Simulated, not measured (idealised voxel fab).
The process module presented herein is designated voxel plated lines.
Each square cell in cross-section cut measures 5 nm, and the section as a whole is 240 nm wide.
Each cross-section below is a grid of square cells, stated as bands in top-down order, with one or more rows of cells making up each band. Look at the band entry: it leads with the top's height and the bottom's height in nm. Then it lists the materials left to right, with a width in nm for each. The word "edge to edge" on a single material says that material fills the band edge to edge. The word "blank" is empty space. Heights are expressed relative to 0, this being the level below which the as-received wafer comprises one material exclusively. The lowest band is unbounded in the downward direction and is denoted as in "0 down". The expression "30..40" gives the width at the extremes of the band, the first number at its top row of cells and the second at its bottom row, with the width changing by equal amounts from each row to the next in between. Where a step carries "no alteration", the cross-section came out of it unchanged, cell for cell. "Voids, enclosed" contains a list of empty spaces, each no smaller than 8 cells and without an open way to the top, written in the form width x height at distance with the distance from the left edge and all three in nm. Anything after a step's settings on that line? It's the simulator's own note about the step. You can add "overlay nm" to a step's line. For a step with a mask, it describes how far the mask lay to the right of its planned position, and a negative number describes a lay to the left.
# Planned process steps
- 1: RECEIVE with material Si
- 2: CONFORMAL_DEP with material SiO2, thk nm 5
- 3: DIRECTIONAL_DEP with material TiN, thk nm 5
- 4: PATTERN with tone open, mask id LINES, material resist, width nm 30, pitch nm 45, thk nm 35, overlay nm 0
- 5: EPI with material Ru, thk nm 10
- 6: EPI with material Ru, thk nm 10
- 7: EPI with material Ru, thk nm 10
- 8: STRIP with etch materials resist
- 9: DIRECTIONAL_ETCH with etch materials TiN, depth nm 5
- 10: CONFORMAL_DEP with material SiCN, thk nm 5
# The first of a set of two wafers, run to plan
# As received (post step 1): cross-section
    0 down | Si edge to edge
    Voids, enclosed: none
# Take a look at the wafer's cross-section after step 2
    5 to 0 | SiO2 edge to edge
    Lower than 0, everything is as it was.
# Take a look at the wafer's cross-section after step 3
    10 to 5 | TiN edge to edge
    Lower than 5, everything is as it was.
# Take a look at the wafer's cross-section after step 4
    45 to 10 | 60 resist, 30 blank, 15 resist, 30 blank, 15 resist, 30 blank, 60 resist
    Lower than 10, everything is as it was.
# Take a look at the wafer's cross-section after step 5
    45 to 20 | 60 resist, 30 blank, 15 resist, 30 blank, 15 resist, 30 blank, 60 resist
    20 to 10 | 60 resist, 30 Ru, 15 resist, 30 Ru, 15 resist, 30 Ru, 60 resist
    Lower than 10, everything is as it was.
# Take a look at the wafer's cross-section after step 6
    45 to 30 | 60 resist, 30 blank, 15 resist, 30 blank, 15 resist, 30 blank, 60 resist
    30 to 10 | 60 resist, 30 Ru, 15 resist, 30 Ru, 15 resist, 30 Ru, 60 resist
    Lower than 10, everything is as it was.
# Take a look at the wafer's cross-section after step 7
    45 to 40 | 60 resist, 30 blank, 15 resist, 30 blank, 15 resist, 30 blank, 60 resist
    40 to 10 | 60 resist, 30 Ru, 15 resist, 30 Ru, 15 resist, 30 Ru, 60 resist
    Lower than 10, everything is as it was.
# Take a look at the wafer's cross-section after step 8
    40 to 10 | 60 blank, 30 Ru, 15 blank, 30 Ru, 15 blank, 30 Ru, 60 blank
    Lower than 10, everything is as it was.
# Take a look at the wafer's cross-section after step 9
    40 to 10 | 60 blank, 30 Ru, 15 blank, 30 Ru, 15 blank, 30 Ru, 60 blank
    10 to 5 | 60 blank, 30 TiN, 15 blank, 30 TiN, 15 blank, 30 TiN, 60 blank
    Lower than 5, everything is as it was.
# Take a look at the wafer's cross-section after step 10
    45 to 40 | 55 blank, 40 SiCN, 5 blank, 40 SiCN, 5 blank, 40 SiCN, 55 blank
    40 to 10 | 55 blank, 5 SiCN, 30 Ru, 5 SiCN, 5 blank, 5 SiCN, 30 Ru, 5 SiCN, 5 blank, 5 SiCN, 30 Ru, 5 SiCN, 55 blank
    10 to 5 | 60 SiCN, 30 TiN, 15 SiCN, 30 TiN, 15 SiCN, 30 TiN, 60 SiCN
    Lower than 5, everything is as it was.
# The second wafer: identical to the first at the outset and in its planned sequence, differing only in that one mistake was made during processing; up to and including step 4, its path is the first wafer's path
# Cross-section of the second wafer at the time by which step 7 should have been completed according to the plan
    50 to 45 | 55 blank, 40 Ru, 5 blank, 40 Ru, 5 blank, 40 Ru, 55 blank
    45 to 10 | 60 resist, 30 Ru, 15 resist, 30 Ru, 15 resist, 30 Ru, 60 resist
    Lower than 10, everything is as it was.
# Cross-section of the second wafer at the time by which step 8 should have been completed according to the plan
    50 to 45 | 55 blank, 40 Ru, 5 blank, 40 Ru, 5 blank, 40 Ru, 55 blank
    45 to 10 | 60 blank, 30 Ru, 15 blank, 30 Ru, 15 blank, 30 Ru, 60 blank
    Lower than 10, everything is as it was.
# Cross-section of the second wafer at the time by which step 9 should have been completed according to the plan
    50 to 45 | 55 blank, 40 Ru, 5 blank, 40 Ru, 5 blank, 40 Ru, 55 blank
    45 to 10 | 60 blank, 30 Ru, 15 blank, 30 Ru, 15 blank, 30 Ru, 60 blank
    10 to 5 | 55 blank, 40 TiN, 5 blank, 40 TiN, 5 blank, 40 TiN, 55 blank
    Lower than 5, everything is as it was.
# Cross-section of the second wafer at the time by which step 10 should have been completed according to the plan
    55 to 50 | 50 blank, 140 SiCN, 50 blank
    50 to 40 | 50 blank, 5..10 SiCN, 40..30 Ru, 5..15 SiCN, 40..30 Ru, 5..15 SiCN, 40..30 Ru, 5..10 SiCN, 50 blank
    40 to 15 | 55 blank, 5 SiCN, 30 Ru, 5 SiCN, 5 blank, 5 SiCN, 30 Ru, 5 SiCN, 5 blank, 5 SiCN, 30 Ru, 5 SiCN, 55 blank
    15 to 10 | 50 blank, 10 SiCN, 30 Ru, 15 SiCN, 30 Ru, 15 SiCN, 30 Ru, 10 SiCN, 50 blank
    10 to 5 | 55 SiCN, 40 TiN, 5 SiCN, 40 TiN, 5 SiCN, 40 TiN, 55 SiCN
    Lower than 5, everything is as it was.
Finding, execution versus plan: step run twice: one of 5, 6 and 7 (identical), unknown which
Cell-count delta at end, second wafer over first, by material: +42 Ru | +16 SiCN | +6 TiN
